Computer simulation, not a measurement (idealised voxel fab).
voxel self aligned contacts: a process module
Section cut is 200 nm wide and gridded with 5 nm square cells.
Think of the cross-section as a grid of square cells. We describe it in bands, top to bottom, and each band covers one or more rows of those cells. For a band, the entry starts with two heights in nm, that of the top and then that of the bottom, and carries on with the band's materials in order from left to right, each alongside its width in nm; the word "everywhere" beside a single material means it fills the band edge to edge, and "blank" means empty space. The level at which height equals 0 is the one under which the wafer, as it arrives, is entirely one material. No lower edge exists for the bottom band, which continues downward and is notated as in "0..down". The expression "30 to 40" gives the width at the extremes of the band, the first number at its top row of cells and the second at its bottom row, with the width changing by equal amounts from each row to the next in between. Basically "everything unchanged" means that step didn't change any cell in the cross-section. In the "Completely sealed voids" entry, you get each enclosed empty space of 8 cells or more, one with no open way to the top, written width x height at distance, distance from the left edge, in nm. Whatever follows a step's settings on its line is a remark the simulator itself makes about that step. "overlay nm" answers the question of how far to the right of plan the mask lay on a step that has a mask, and when it is negative the answer is to the left.

# Below is the list of planned process steps
1) RECEIVE [material Si]
2) OXIDIZE [depth nm 5]
3) DIRECTIONAL_DEP [material polySi] [thk nm 25]
4) DIRECTIONAL_DEP [material SiN] [thk nm 20]
5) DIRECTIONAL_DEP [material aC] [thk nm 10]
6) PATTERN [tone cover] [mask id GATE] [material resist] [width nm 30] [pitch nm 65] [thk nm 30] [overlay nm 0]
7) DIRECTIONAL_ETCH [etch materials aC] [depth nm 10]
8) STRIP [etch materials resist]
9) DIRECTIONAL_ETCH [etch materials SiN] [depth nm 20]
10) DIRECTIONAL_ETCH [etch materials polySi] [depth nm 25]
11) STRIP [etch materials aC]
12) CONFORMAL_DEP [material SiN] [thk nm 10]
13) DIRECTIONAL_ETCH [etch materials SiN] [depth nm 10]
14) FILL_DEP [material SiO2] [thk nm 15]
15) CMP [height nm 55]
16) DIRECTIONAL_DEP [material aC] [thk nm 15]
17) PATTERN [tone open] [mask id CONTACT] [material resist] [width nm 45] [thk nm 30] [overlay nm 0]
18) DIRECTIONAL_ETCH [etch materials aC] [depth nm 15]
19) STRIP [etch materials resist]
20) DIRECTIONAL_ETCH [etch materials SiO2] [depth nm 60]
21) STRIP [etch materials aC]
22) CONFORMAL_DEP [material TiN] [thk nm 5]
23) FILL_DEP [material Ru] [thk nm 5]
24) CMP [height nm 55]
25) CONFORMAL_DEP [material SiCN] [thk nm 5]

# First wafer of two (run as planned)

# Cross-sectional view of the wafer in its as-received condition, corresponding to the state after step 1
- 0..down: Si everywhere
- Completely sealed voids: none

# After step 2, in cross-section
- 0..-5: SiO2 everywhere
- Rest of section, below -5: as before.

# After step 3, in cross-section
- 25..0: polySi everywhere
- Rest of section, below 0: as before.

# After step 4, in cross-section
- 45..25: SiN everywhere
- Rest of section, below 25: as before.

# After step 5, in cross-section
- 55..45: aC everywhere
- Rest of section, below 45: as before.

# After step 6, in cross-section
- 85..55: 50 of blank | 30 of resist | 35 of blank | 30 of resist | 55 of blank
- Rest of section, below 55: as before.

# After step 7, in cross-section
- 75..55: 50 of blank | 30 of resist | 35 of blank | 30 of resist | 55 of blank
- 55..45: 50 of blank | 30 of aC | 35 of blank | 30 of aC | 55 of blank
- Rest of section, below 45: as before.

# After step 8, in cross-section
- 55..45: 50 of blank | 30 of aC | 35 of blank | 30 of aC | 55 of blank
- Rest of section, below 45: as before.

# After step 9, in cross-section
- 55..45: 50 of blank | 30 of aC | 35 of blank | 30 of aC | 55 of blank
- 45..25: 50 of blank | 30 of SiN | 35 of blank | 30 of SiN | 55 of blank
- Rest of section, below 25: as before.

# After step 10, in cross-section
- 55..45: 50 of blank | 30 of aC | 35 of blank | 30 of aC | 55 of blank
- 45..25: 50 of blank | 30 of SiN | 35 of blank | 30 of SiN | 55 of blank
- 25..0: 50 of blank | 30 of polySi | 35 of blank | 30 of polySi | 55 of blank
- Rest of section, below 0: as before.

# After step 11, in cross-section
- 45..25: 50 of blank | 30 of SiN | 35 of blank | 30 of SiN | 55 of blank
- Rest of section, below 25: as before.

# After step 12, in cross-section
- 55..25: 40 of blank | 50 of SiN | 15 of blank | 50 of SiN | 45 of blank
- 25..10: 40 of blank | 10 of SiN | 30 of polySi | 10 of SiN | 15 of blank | 10 of SiN | 30 of polySi | 10 of SiN | 45 of blank
- 10..0: 50 of SiN | 30 of polySi | 35 of SiN | 30 of polySi | 55 of SiN
- Rest of section, below 0: as before.

# After step 13, in cross-section
- 45..25: 40 of blank | 50 of SiN | 15 of blank | 50 of SiN | 45 of blank
- 25..0: 40 of blank | 10 of SiN | 30 of polySi | 10 of SiN | 15 of blank | 10 of SiN | 30 of polySi | 10 of SiN | 45 of blank
- Rest of section, below 0: as before.

# After step 14, in cross-section
- 60..45: SiO2 everywhere
- 45..25: 40 of SiO2 | 50 of SiN | 15 of SiO2 | 50 of SiN | 45 of SiO2
- 25..0: 40 of SiO2 | 10 of SiN | 30 of polySi | 10 of SiN | 15 of SiO2 | 10 of SiN | 30 of polySi | 10 of SiN | 45 of SiO2
- Rest of section, below 0: as before.

# After step 15, in cross-section
- 55..45: SiO2 everywhere
- Rest of section, below 45: as before.

# After step 16, in cross-section
- 70..55: aC everywhere
- Rest of section, below 55: as before.

# After step 17, in cross-section
- 100..70: 75 of resist | 45 of blank | 80 of resist
- Rest of section, below 70: as before.

# After step 18, in cross-section
- 85..70: 75 of resist | 45 of blank | 80 of resist
- 70..55: 75 of aC | 45 of blank | 80 of aC
- Rest of section, below 55: as before.

# After step 19, in cross-section
- 70..55: 75 of aC | 45 of blank | 80 of aC
- Rest of section, below 55: as before.

# After step 20, in cross-section
- 70..55: 75 of aC | 45 of blank | 80 of aC
- 55..45: 75 of SiO2 | 45 of blank | 80 of SiO2
- 45..25: 40 of SiO2 | 50 of SiN | 15 of blank | 50 of SiN | 45 of SiO2
- 25..0: 40 of SiO2 | 10 of SiN | 30 of polySi | 10 of SiN | 15 of blank | 10 of SiN | 30 of polySi | 10 of SiN | 45 of SiO2
- 0..-5: 90 of SiO2 | 15 of blank | 95 of SiO2
- Rest of section, below -5: as before.

# After step 21, in cross-section
- 55..45: 75 of SiO2 | 45 of blank | 80 of SiO2
- Rest of section, below 45: as before.

# After step 22, in cross-section
- 60..55: 80 of TiN | 35 of blank | 85 of TiN
- 55..45: 75 of SiO2 | 5 to 20 of TiN | 35 to 5 of blank | 5 to 20 of TiN | 80 of SiO2
- 45..25: 40 of SiO2 | 50 of SiN | 5 of TiN | 5 of blank | 5 of TiN | 50 of SiN | 45 of SiO2
- 25..0: 40 of SiO2 | 10 of SiN | 30 of polySi | 10 of SiN | 5 of TiN | 5 of blank | 5 of TiN | 10 of SiN | 30 of polySi | 10 of SiN | 45 of SiO2
- 0..-5: 90 of SiO2 | 15 of TiN | 95 of SiO2
- Rest of section, below -5: as before.

# After step 23, in cross-section
- 65..60: Ru everywhere
- 60..55: 80 of TiN | 35 of Ru | 85 of TiN
- 55..45: 75 of SiO2 | 5 to 20 of TiN | 35 to 5 of Ru | 5 to 20 of TiN | 80 of SiO2
- 45..25: 40 of SiO2 | 50 of SiN | 5 of TiN | 5 of Ru | 5 of TiN | 50 of SiN | 45 of SiO2
- 25..0: 40 of SiO2 | 10 of SiN | 30 of polySi | 10 of SiN | 5 of TiN | 5 of Ru | 5 of TiN | 10 of SiN | 30 of polySi | 10 of SiN | 45 of SiO2
- Rest of section, below 0: as before.

# After step 24, in cross-section
- 55..45: 75 of SiO2 | 5 to 20 of TiN | 35 to 5 of Ru | 5 to 20 of TiN | 80 of SiO2
- Rest of section, below 45: as before.

# After step 25, in cross-section
- 60..55: SiCN everywhere
- Rest of section, below 55: as before.

# Now the other wafer: same start, same recipe, but we messed up one thing when running it. Up to and including step 1 it's the same as the first one

Cross-section: second wafer, time at which step 2 was scheduled to end: everything unchanged

# Cross-section: second wafer, time at which step 3 was scheduled to end
- 25..0: polySi everywhere
- Rest of section, below 0: as before.

# Cross-section: second wafer, time at which step 4 was scheduled to end
- 45..25: SiN everywhere
- Rest of section, below 25: as before.

# Cross-section: second wafer, time at which step 5 was scheduled to end
- 55..45: aC everywhere
- Rest of section, below 45: as before.

# Cross-section: second wafer, time at which step 6 was scheduled to end
- 85..55: 50 of blank | 30 of resist | 35 of blank | 30 of resist | 55 of blank
- Rest of section, below 55: as before.

# Cross-section: second wafer, time at which step 7 was scheduled to end
- 75..55: 50 of blank | 30 of resist | 35 of blank | 30 of resist | 55 of blank
- 55..45: 50 of blank | 30 of aC | 35 of blank | 30 of aC | 55 of blank
- Rest of section, below 45: as before.

# Cross-section: second wafer, time at which step 8 was scheduled to end
- 55..45: 50 of blank | 30 of aC | 35 of blank | 30 of aC | 55 of blank
- Rest of section, below 45: as before.

# Cross-section: second wafer, time at which step 9 was scheduled to end
- 55..45: 50 of blank | 30 of aC | 35 of blank | 30 of aC | 55 of blank
- 45..25: 50 of blank | 30 of SiN | 35 of blank | 30 of SiN | 55 of blank
- Rest of section, below 25: as before.

# Cross-section: second wafer, time at which step 10 was scheduled to end
- 55..45: 50 of blank | 30 of aC | 35 of blank | 30 of aC | 55 of blank
- 45..25: 50 of blank | 30 of SiN | 35 of blank | 30 of SiN | 55 of blank
- 25..0: 50 of blank | 30 of polySi | 35 of blank | 30 of polySi | 55 of blank
- Rest of section, below 0: as before.

# Cross-section: second wafer, time at which step 11 was scheduled to end
- 45..25: 50 of blank | 30 of SiN | 35 of blank | 30 of SiN | 55 of blank
- Rest of section, below 25: as before.

# Cross-section: second wafer, time at which step 12 was scheduled to end
- 55..25: 40 of blank | 50 of SiN | 15 of blank | 50 of SiN | 45 of blank
- 25..10: 40 of blank | 10 of SiN | 30 of polySi | 10 of SiN | 15 of blank | 10 of SiN | 30 of polySi | 10 of SiN | 45 of blank
- 10..0: 50 of SiN | 30 of polySi | 35 of SiN | 30 of polySi | 55 of SiN
- Rest of section, below 0: as before.

# Cross-section: second wafer, time at which step 13 was scheduled to end
- 45..25: 40 of blank | 50 of SiN | 15 of blank | 50 of SiN | 45 of blank
- 25..0: 40 of blank | 10 of SiN | 30 of polySi | 10 of SiN | 15 of blank | 10 of SiN | 30 of polySi | 10 of SiN | 45 of blank
- Rest of section, below 0: as before.

# Cross-section: second wafer, time at which step 14 was scheduled to end
- 60..45: SiO2 everywhere
- 45..25: 40 of SiO2 | 50 of SiN | 15 of SiO2 | 50 of SiN | 45 of SiO2
- 25..0: 40 of SiO2 | 10 of SiN | 30 of polySi | 10 of SiN | 15 of SiO2 | 10 of SiN | 30 of polySi | 10 of SiN | 45 of SiO2
- Rest of section, below 0: as before.

# Cross-section: second wafer, time at which step 15 was scheduled to end
- 55..45: SiO2 everywhere
- Rest of section, below 45: as before.

# Cross-section: second wafer, time at which step 16 was scheduled to end
- 70..55: aC everywhere
- Rest of section, below 55: as before.

# Cross-section: second wafer, time at which step 17 was scheduled to end
- 100..70: 75 of resist | 45 of blank | 80 of resist
- Rest of section, below 70: as before.

# Cross-section: second wafer, time at which step 18 was scheduled to end
- 85..70: 75 of resist | 45 of blank | 80 of resist
- 70..55: 75 of aC | 45 of blank | 80 of aC
- Rest of section, below 55: as before.

# Cross-section: second wafer, time at which step 19 was scheduled to end
- 70..55: 75 of aC | 45 of blank | 80 of aC
- Rest of section, below 55: as before.

# Cross-section: second wafer, time at which step 20 was scheduled to end
- 70..55: 75 of aC | 45 of blank | 80 of aC
- 55..45: 75 of SiO2 | 45 of blank | 80 of SiO2
- 45..25: 40 of SiO2 | 50 of SiN | 15 of blank | 50 of SiN | 45 of SiO2
- 25..0: 40 of SiO2 | 10 of SiN | 30 of polySi | 10 of SiN | 15 of blank | 10 of SiN | 30 of polySi | 10 of SiN | 45 of SiO2
- Rest of section, below 0: as before.

# Cross-section: second wafer, time at which step 21 was scheduled to end
- 55..45: 75 of SiO2 | 45 of blank | 80 of SiO2
- Rest of section, below 45: as before.

# Cross-section: second wafer, time at which step 22 was scheduled to end
- 60..55: 80 of TiN | 35 of blank | 85 of TiN
- 55..45: 75 of SiO2 | 5 to 20 of TiN | 35 to 5 of blank | 5 to 20 of TiN | 80 of SiO2
- 45..25: 40 of SiO2 | 50 of SiN | 5 of TiN | 5 of blank | 5 of TiN | 50 of SiN | 45 of SiO2
- 25..5: 40 of SiO2 | 10 of SiN | 30 of polySi | 10 of SiN | 5 of TiN | 5 of blank | 5 of TiN | 10 of SiN | 30 of polySi | 10 of SiN | 45 of SiO2
- 5..0: 40 of SiO2 | 10 of SiN | 30 of polySi | 10 of SiN | 15 of TiN | 10 of SiN | 30 of polySi | 10 of SiN | 45 of SiO2
- Rest of section, below 0: as before.

# Cross-section: second wafer, time at which step 23 was scheduled to end
- 65..60: Ru everywhere
- 60..55: 80 of TiN | 35 of Ru | 85 of TiN
- 55..45: 75 of SiO2 | 5 to 20 of TiN | 35 to 5 of Ru | 5 to 20 of TiN | 80 of SiO2
- 45..25: 40 of SiO2 | 50 of SiN | 5 of TiN | 5 of Ru | 5 of TiN | 50 of SiN | 45 of SiO2
- 25..5: 40 of SiO2 | 10 of SiN | 30 of polySi | 10 of SiN | 5 of TiN | 5 of Ru | 5 of TiN | 10 of SiN | 30 of polySi | 10 of SiN | 45 of SiO2
- Rest of section, below 5: as before.

# Cross-section: second wafer, time at which step 24 was scheduled to end
- 55..45: 75 of SiO2 | 5 to 20 of TiN | 35 to 5 of Ru | 5 to 20 of TiN | 80 of SiO2
- Rest of section, below 45: as before.

# Cross-section: second wafer, time at which step 25 was scheduled to end
- 60..55: SiCN everywhere
- Rest of section, below 55: as before.
The mistake made against the process plan was this: no execution of plan step 2; skipped
FYI, end of process, the second wafer has more or fewer cells of some materials than the first: -1 Ru; +40 Si; -37 SiO2; -2 TiN
